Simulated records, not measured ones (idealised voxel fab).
Presented below is a process module, voxel self aligned contacts.
Square cell edge 5 nm, section width 200 nm, ID cut.
Heads up, the way a cross-section reads in here is a grid of square cells, handed over as bands from the top down, with every band being one or more rows of cells. Band: top height; bottom height; in nm. Then, left to right: material with width in nm, for each material. "throughout": a single material spanning edge to edge. "blank": empty space. Measure heights from 0. That's the level where, below it, the as-received wafer is all one material. The lowest band is bottomless and extends downward; write it as in "top 0, no bottom". The notation "30 to 40" denotes a width that varies across the rows of cells in the band, beginning at the first number in the top row, finishing at the second number in the bottom row, and changing by an identical amount from each row to the next. For the purposes of this document, the phrase "no modifications" attached to a step denotes that no cell within the cross-section was modified by that step. "Cavities, sealed" enumerates empty spaces isolated from the top, with no open way to it, that contain at least 8 cells, giving each as width x height at distance from the left edge, all three in nm. Formally, on a step line, whatever follows the settings is a remark that the simulator itself makes on the step. The setting "overlay nm" may be written on the line of a step. When the step uses a mask, the value reports how far to the right of the planned place the mask lay, and a negative value reports that it lay to the left.
# plan
1) RECEIVE | material Si
2) CONFORMAL_DEP | material SiO2 | thk nm 5
3) DIRECTIONAL_DEP | material polySi | thk nm 30
4) DIRECTIONAL_DEP | material SiN | thk nm 20
5) DIRECTIONAL_DEP | material aC | thk nm 15
6) PATTERN | tone cover | mask id GATE | material resist | width nm 35 | pitch nm 60 | thk nm 35 | overlay nm 0
7) DIRECTIONAL_ETCH | etch materials aC | depth nm 15
8) STRIP | etch materials resist
9) DIRECTIONAL_ETCH | etch materials SiN | depth nm 20
10) DIRECTIONAL_ETCH | etch materials polySi | depth nm 30
11) STRIP | etch materials aC
12) CONFORMAL_DEP | material SiN | thk nm 5
13) DIRECTIONAL_ETCH | etch materials SiN | depth nm 5
14) FILL_DEP | material SiO2 | thk nm 15
15) CMP | height nm 60
16) MASKED_ETCH | tone open | mask id CONTACT | width nm 45 | pitch nm 60 | etch materials SiO2 | depth nm 60 | overlay nm 0
17) CONFORMAL_DEP | material TiN | thk nm 5
18) FILL_DEP | material Ru | thk nm 10
19) CMP | height nm 60
20) CONFORMAL_DEP | material SiCN | thk nm 5
# Wafer as received: cross-section following step 1
* top 0, no bottom  Si throughout
* Cavities, sealed: none
# End state of the module in cross-section, given the above starting point and plan and one mistake in execution
* top 65, bottom 60  SiCN throughout
* top 60, bottom 55  45 SiO2  25 TiN  5 Ru  15 TiN  15 SiO2  25 TiN  5 Ru  15 TiN  50 SiO2
* top 55, bottom 35  20 SiO2  45 SiN  5 TiN  5 Ru  5 TiN  45 SiN  5 TiN  5 Ru  5 TiN  45 SiN  15 SiO2
* top 35, bottom 5  20 SiO2  5 SiN  35 polySi  5 SiN  5 TiN  5 Ru  5 TiN  5 SiN  35 polySi  5 SiN  5 TiN  5 Ru  5 TiN  5 SiN  35 polySi  5 SiN  15 SiO2
* top 5, bottom 0  65 SiO2  15 TiN  45 SiO2  15 TiN  60 SiO2
* top 0, no bottom  Si throughout
* Cavities, sealed: none
Against the plan, the run slipped here: step 6 went in with a setting other than planned; the actual run was PATTERN | tone cover | mask id GATE | material resist | width nm 35 | pitch nm 60 | thk nm 35 | overlay nm 5
